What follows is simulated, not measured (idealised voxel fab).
Documented hereafter: the process module known as voxel local oxidation.
We display cut, a cross-section 165 nm in width whose square cells are each 5 nm.
This document writes a cross-section as a grid whose cells are square, and gives it as bands, listed from the top down; one or more rows of cells form a band. In this notation a band is specified by the heights of its top and bottom, in that order and in nm, after which its materials appear from left to right, each paired with its width in nm. The word "full width" attached to a single material means that material fills the band from edge to edge; the word "air" stands for empty space. Note: height 0 marks the level under which the wafer is uniformly one material as received. Lowest band unbounded below, written "from 0 down". Per-row width for "30 to 40": begins at first number (top row of band), ends at second number (bottom row), increment between rows held constant. The designation "no change occurred", where it is given for a processing step, indicates that no cell of the cross-section was altered in the course of that step. Reported under the label "Entrapped voids" are the empty spaces having no open way to the top and comprising 8 cells or more; the notation for each is width x height at distance, in which the distance is measured from the left edge and all three values are in nm. The remark found on a step's line after its settings is issued by the simulator itself and pertains to that step. A step line may carry the setting "overlay nm", which, for steps involving a mask, states the distance by which the mask lay to the right of its intended position; negative values denote displacement to the left.

# Listed below are the process steps as planned
1) RECEIVE [material Si]
2) OXIDIZE [depth nm 5]
3) CONFORMAL_DEP [material SiN] [thk nm 15]
4) PATTERN [tone cover] [mask id ACTIVE] [material resist] [width nm 105] [thk nm 15] [overlay nm 0]
5) DIRECTIONAL_ETCH [etch materials SiN] [depth nm 15]
6) STRIP [etch materials resist]
7) SELECTIVE_ETCH [etch materials SiO2] [depth nm 5]
8) OXIDIZE [depth nm 5]
9) STRIP [etch materials SiN]
Where the wafers of this document differ is in the depth nm of step 8; they start out the same, and the plan states the value that applied to the first wafer.

# Cross-sectional view of the first of several wafers in the as-received condition, corresponding to the state following step 1
* from 0 down: Si full width
* Entrapped voids: none

# Quick key for the table: a row per wafer, taken at the end of the module. For each material it tells you how many cells the wafer gained (+) or lost (-) since it came in, and the closed voids come after
depth nm 5, -49 Si, +35 SiO2, Entrapped voids: none
depth nm 10, -69 Si, +55 SiO2, Entrapped voids: none
depth nm 15, -93 Si, +79 SiO2, Entrapped voids: none
depth nm 20, -121 Si, +107 SiO2, Entrapped voids: none
depth nm 25, -153 Si, +139 SiO2, Entrapped voids: none
depth nm 30, -189 Si, +175 SiO2, Entrapped voids: none
